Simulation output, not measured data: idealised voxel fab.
The following process module bears the name voxel self aligned vias.
The figure presents cross-section cut, which has a width of 225 nm and is divided into square cells with an edge length of 5 nm.
A cross-section in this document is a grid of square cells, and it is written down as bands, the top band listed before the ones below it; a band is made up of one or more rows of cells.
The band entry comprises the height of the band's top followed by the height of its bottom, expressed in nm, and subsequently the band's materials from left to right, each stated together with its width in nm. Where a single material is marked with the word "throughout", that material fills the band from edge to edge. The word "air" represents empty space.
Where do heights start? At 0: under that level the wafer as delivered is made of one material only. And the lowest band has no floor; it just carries on downward, as in "0 down".
Graded width ("30 to 40"): value in top row of band = first number; value in bottom row = second number; row-to-row change constant.
"identical to before" for a step: no cell of the cross-section changed in that step.
"Enclosed void listing" - sealed voids, min. 8 cells, no opening to top; format: width x height at distance (distance from left edge; nm throughout).
Post-settings text on a step line: simulator's own remark regarding the step.
What "overlay nm" on a step's line means: if the step has a mask, that mask lay this far to the right of its planned place, or, when the value is negative, to the left.
[Steps in the process plan]
1. RECEIVE: material Si
2. CONFORMAL_DEP: material SiO2, thk nm 15
3. CONFORMAL_DEP: material SiCN, thk nm 5
4. DIRECTIONAL_DEP: material lowk, thk nm 25
5. DIRECTIONAL_DEP: material aC, thk nm 10
6. PATTERN: tone open, mask id LINES, material resist, width nm 20, pitch nm 65, thk nm 25, overlay nm 0
7. DIRECTIONAL_ETCH: etch materials aC, depth nm 10
8. STRIP: etch materials resist
9. DIRECTIONAL_ETCH: etch materials lowk, depth nm 25
10. STRIP: etch materials aC
11. CONFORMAL_DEP: material TiN, thk nm 5
12. FILL_DEP: material Ru, thk nm 10
13. CMP: height nm 45
14. SELECTIVE_ETCH: etch materials W Ru TiN, depth nm 5
15. FILL_DEP: material SiN, thk nm 10
16. CMP: height nm 45
17. DIRECTIONAL_DEP: material lowk, thk nm 15
18. DIRECTIONAL_DEP: material aC, thk nm 15
19. PATTERN: tone open, mask id VIAS, material resist, width nm 40, pitch nm 130, thk nm 30, overlay nm -10
20. DIRECTIONAL_ETCH: etch materials aC, depth nm 15
21. STRIP: etch materials resist
22. DIRECTIONAL_ETCH: etch materials lowk, depth nm 15
23. DIRECTIONAL_ETCH: etch materials SiN, depth nm 5
24. STRIP: etch materials aC
25. CONFORMAL_DEP: material TiN, thk nm 5
26. FILL_DEP: material Cu, thk nm 5
27. CMP: height nm 60
28. CONFORMAL_DEP: material SiN, thk nm 5
The plan shows the overlay nm of step 19 as the first wafer had it; this setting differs between the wafers, which start out alike.
[First of several wafers, received after step 1, in cross-section]
    0 down: Si throughout
    Enclosed void listing: none
[Quick look at the cross-section of the first of several wafers after step 28, which wraps up the module]
    65 to 60: SiN throughout
    60 to 50: 15 of lowk; 5 of TiN; 30 of Cu; 5 of TiN; 90 of lowk; 5 of TiN; 30 of Cu; 5 of TiN; 40 of lowk
    50 to 45: 15 of lowk; 25 of TiN; 10 of Cu; 5 of TiN; 90 of lowk; 25 of TiN; 10 of Cu; 5 of TiN; 40 of lowk
    45 to 40: 35 of lowk; 20 of TiN; 45 of lowk; 20 of SiN; 45 of lowk; 20 of TiN; 40 of lowk
    40 to 25: 35 of lowk; 5 of TiN; 10 of Ru; 5 of TiN; 45 of lowk; 5 of TiN; 10 of Ru; 5 of TiN; 45 of lowk; 5 of TiN; 10 of Ru; 5 of TiN; 40 of lowk
    25 to 20: 35 of lowk; 20 of TiN; 45 of lowk; 20 of TiN; 45 of lowk; 20 of TiN; 40 of lowk
    20 to 15: SiCN throughout
    15 to 0: SiO2 throughout
    0 down: Si throughout
    Enclosed void listing: none
[So this is the cross-section on the last wafer at the end of the module]
    65 to 60: SiN throughout
    60 to 50: 40 of lowk; 5 of TiN; 30 of Cu; 5 of TiN; 90 of lowk; 5 of TiN; 30 of Cu; 5 of TiN; 15 of lowk
    50 to 45: 40 of lowk; 5 of TiN; 5 of Cu; 30 of TiN; 90 of lowk; 5 of TiN; 5 of Cu; 30 of TiN; 15 of lowk
    45 to 40: 35 of lowk; 5 of SiN; 15 of TiN; 45 of lowk; 20 of SiN; 45 of lowk; 5 of SiN; 15 of TiN; 40 of lowk
    40 to 25: 35 of lowk; 5 of TiN; 10 of Ru; 5 of TiN; 45 of lowk; 5 of TiN; 10 of Ru; 5 of TiN; 45 of lowk; 5 of TiN; 10 of Ru; 5 of TiN; 40 of lowk
    25 to 20: 35 of lowk; 20 of TiN; 45 of lowk; 20 of TiN; 45 of lowk; 20 of TiN; 40 of lowk
    20 to 15: SiCN throughout
    15 to 0: SiO2 throughout
    0 down: Si throughout
    Enclosed void listing: none
[The rows of the table below are wafers. Looking at the end of the module, a row counts, for every material, the cells the wafer has gained, shown as (+), or lost, shown as (-), since it was received; its closed voids come next]
overlay nm -10, +28 Cu, +18 Ru, +45 SiCN, +49 SiN, +135 SiO2, +58 TiN, +252 lowk, Enclosed void listing: none
overlay nm -5, +28 Cu, +18 Ru, +45 SiCN, +49 SiN, +135 SiO2, +58 TiN, +252 lowk, Enclosed void listing: none
overlay nm 0, +28 Cu, +18 Ru, +45 SiCN, +49 SiN, +135 SiO2, +58 TiN, +252 lowk, Enclosed void listing: none
overlay nm 5, +28 Cu, +18 Ru, +45 SiCN, +49 SiN, +135 SiO2, +58 TiN, +252 lowk, Enclosed void listing: none
overlay nm 10, +28 Cu, +18 Ru, +45 SiCN, +49 SiN, +135 SiO2, +58 TiN, +252 lowk, Enclosed void listing: none
overlay nm 15, +26 Cu, +18 Ru, +45 SiCN, +51 SiN, +135 SiO2, +58 TiN, +252 lowk, Enclosed void listing: none
